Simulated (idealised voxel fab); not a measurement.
Herein follows the process module entitled voxel transistor to metal.
Displayed cross-section: cut, width of 170 nm, square cells sized 5 nm.
Bands, listed from the top down, are how a cross-section gets written in this document; the cross-section itself is a grid of square cells, and a band is one or more rows of them. Each band's line starts with the height of the band's top and of its bottom, in nm. Then come its materials from left to right, each with its width in nm. One material with "all across" fills the band from edge to edge. "blank" is empty space. The level at which height equals 0 is the one under which the wafer, as it arrives, is entirely one material. No lower edge exists for the bottom band, which continues downward and is notated as in "0 -> down". With a width like "30 to 40", each row of cells in the band differs from the next by the same amount, the top row carrying the first number and the bottom row the second. What does "stayed the same" mean for a step? It means no cell of the cross-section changed in that step. "Trapped voids" means: voids of 8 cells or more that are shut off from the top with no open way through. Written width x height at distance, distance from the left edge, in nm. Past the settings on a step's line: simulator remark, on that step. overlay nm: for a step with a mask, the amount by which the mask lay right of where it was planned; a negative amount means left of it.

**Below is the list of planned process steps**
1) RECEIVE (material Si)
2) OXIDIZE (depth nm 5)
3) CONFORMAL_DEP (material SiN; thk nm 10)
4) DIRECTIONAL_DEP (material aC; thk nm 10)
5) PATTERN (tone cover; mask id ACTIVE; material resist; width nm 105; thk nm 25; overlay nm 0)
6) DIRECTIONAL_ETCH (etch materials aC; depth nm 10)
7) STRIP (etch materials resist)
8) DIRECTIONAL_ETCH (etch materials SiN; depth nm 10)
9) DIRECTIONAL_ETCH (etch materials SiO2; depth nm 5)
10) DIRECTIONAL_ETCH (etch materials Si; depth nm 20)
11) STRIP (etch materials aC)
12) FILL_DEP (material SiO2; thk nm 10)
13) CMP (height nm 10)
14) SELECTIVE_ETCH (etch materials SiO2; depth nm 10)
15) STRIP (etch materials SiN)
16) SELECTIVE_ETCH (etch materials SiO2; depth nm 5)
17) OXIDIZE (depth nm 5)
18) DIRECTIONAL_DEP (material polySi; thk nm 25)
19) DIRECTIONAL_DEP (material SiCN; thk nm 10)
20) MASKED_ETCH (tone cover; mask id GATE; width nm 15; etch materials SiCN; depth nm 20; overlay nm 0)
21) MASKED_ETCH (tone cover; mask id GATE; width nm 15; etch materials polySi; depth nm 35; overlay nm 0)
22) CONFORMAL_DEP (material SiN; thk nm 10)
23) DIRECTIONAL_ETCH (etch materials SiN; depth nm 5)
24) DIRECTIONAL_ETCH (etch materials SiO2; depth nm 5)
25) DIRECTIONAL_ETCH (etch materials Si; depth nm 10)
26) EPI (material pSi; thk nm 10)
27) FILL_DEP (material SiO2; thk nm 5)
28) CMP (height nm 30)
29) DIRECTIONAL_DEP (material SiO2; thk nm 10)
30) MASKED_ETCH (tone open; mask id CONTACT; width nm 30; pitch nm 55; etch materials SiO2; depth nm 50; overlay nm 0)
31) CONFORMAL_DEP (material TiN; thk nm 5)
32) FILL_DEP (material Ru; thk nm 5)
33) CMP (height nm 40)
34) DIRECTIONAL_DEP (material TiN; thk nm 5)
35) DIRECTIONAL_DEP (material W; thk nm 15)
36) MASKED_ETCH (tone cover; mask id METAL_1; width nm 20; pitch nm 65; etch materials W; depth nm 15; overlay nm 0)
37) MASKED_ETCH (tone cover; mask id METAL_1; width nm 20; pitch nm 65; etch materials TiN; depth nm 5; overlay nm 0)
38) FILL_DEP (material SiO2; thk nm 10)
39) CMP (height nm 60)
40) CONFORMAL_DEP (material SiCN; thk nm 5)
Among the wafers covered here, the point of difference is the depth nm at step 23; their starting state is shared, and the plan presents the value of the first wafer.

**First of several wafers (as received, post step 1), cross-sectional view**
0 -> down | Si all across
Trapped voids: none

**After the module's final step, step 40: the first of several wafers in cross-section**
65 -> 60 | SiCN all across
60 -> 45 | SiO2 (40) / W (20) / SiO2 (45) / W (20) / SiO2 (45)
45 -> 40 | SiO2 (40) / TiN (20) / SiO2 (45) / TiN (20) / SiO2 (45)
40 -> 30 | SiO2 (40) / TiN (5) / Ru (20 to 15) / TiN (5 to 10) / SiO2 (25) / TiN (5 to 10) / Ru (20 to 15) / TiN (5) / SiO2 (45)
30 -> 20 | SiO2 (40) / TiN (5) / Ru (15) / TiN (5) / SiN (10) / SiCN (15) / SiN (10) / TiN (5) / Ru (15) / TiN (5) / SiO2 (45)
20 -> 5 | SiO2 (40) / TiN (5) / Ru (15) / TiN (5) / SiN (10) / polySi (15) / SiN (10) / TiN (5) / Ru (15) / TiN (5) / SiO2 (45)
5 -> 0 | SiO2 (40) / TiN (25) / SiN (10) / polySi (15) / SiN (10) / TiN (25) / SiO2 (45)
0 -> -5 | SiN (75) / polySi (15) / SiN (80)
-5 -> -10 | SiO2 all across
-10 -> -25 | SiO2 (30) / Si (105) / SiO2 (35)
-25 -> down | Si all across
Trapped voids: none

**Cross-section of the final wafer among several, taken at the end of the module**
65 -> 60 | SiCN all across
60 -> 45 | SiO2 (40) / W (20) / SiO2 (45) / W (20) / SiO2 (45)
45 -> 40 | SiO2 (40) / TiN (20) / SiO2 (45) / TiN (20) / SiO2 (45)
40 -> 30 | SiO2 (40) / TiN (5) / Ru (20) / TiN (5) / SiO2 (25) / TiN (5) / Ru (20) / TiN (5) / SiO2 (45)
30 -> 20 | SiO2 (40) / TiN (5) / Ru (20 to 15) / TiN (5 to 10) / SiO2 (5) / SiCN (15) / SiO2 (5) / TiN (5 to 10) / Ru (20 to 15) / TiN (5) / SiO2 (45)
20 -> 5 | SiO2 (40) / TiN (5) / Ru (15) / TiN (5) / SiN (10) / polySi (15) / SiN (10) / TiN (5) / Ru (15) / TiN (5) / SiO2 (45)
5 -> 0 | SiO2 (40) / TiN (5) / Ru (5) / TiN (15) / SiN (10) / polySi (15) / SiN (10) / TiN (15) / Ru (5) / TiN (5) / SiO2 (45)
0 -> -5 | SiO2 (40) / TiN (5) / Ru (5) / TiN (5) / pSi (10) / SiN (10) / polySi (15) / SiN (10) / pSi (10) / TiN (5) / Ru (5) / TiN (5) / SiO2 (45)
-5 -> -10 | SiO2 (40) / TiN (15) / pSi (10) / SiO2 (35) / pSi (10) / TiN (15) / SiO2 (45)
-10 -> -20 | SiO2 (30) / pSi (35) / Si (35) / pSi (35) / SiO2 (35)
-20 -> -25 | SiO2 (30) / Si (105) / SiO2 (35)
-25 -> down | Si all across
Trapped voids: none

**Per-wafer rows below. For each material: cells gained (+) or lost (-) since the wafer was received, as of end of module. Then: closed voids**
depth nm 5; +44 Ru; -107 Si; +40 SiCN; +55 SiN; +323 SiO2; +48 TiN; +24 W; +15 polySi; Trapped voids: none
depth nm 10; +48 Ru; -135 Si; +40 SiCN; +28 SiN; +330 SiO2; +56 TiN; +24 W; +36 pSi; +15 polySi; Trapped voids: none
depth nm 15; +50 Ru; -135 Si; +40 SiCN; +24 SiN; +332 SiO2; +56 TiN; +24 W; +36 pSi; +15 polySi; Trapped voids: none
depth nm 20; +52 Ru; -135 Si; +40 SiCN; +20 SiN; +334 SiO2; +56 TiN; +24 W; +36 pSi; +15 polySi; Trapped voids: none
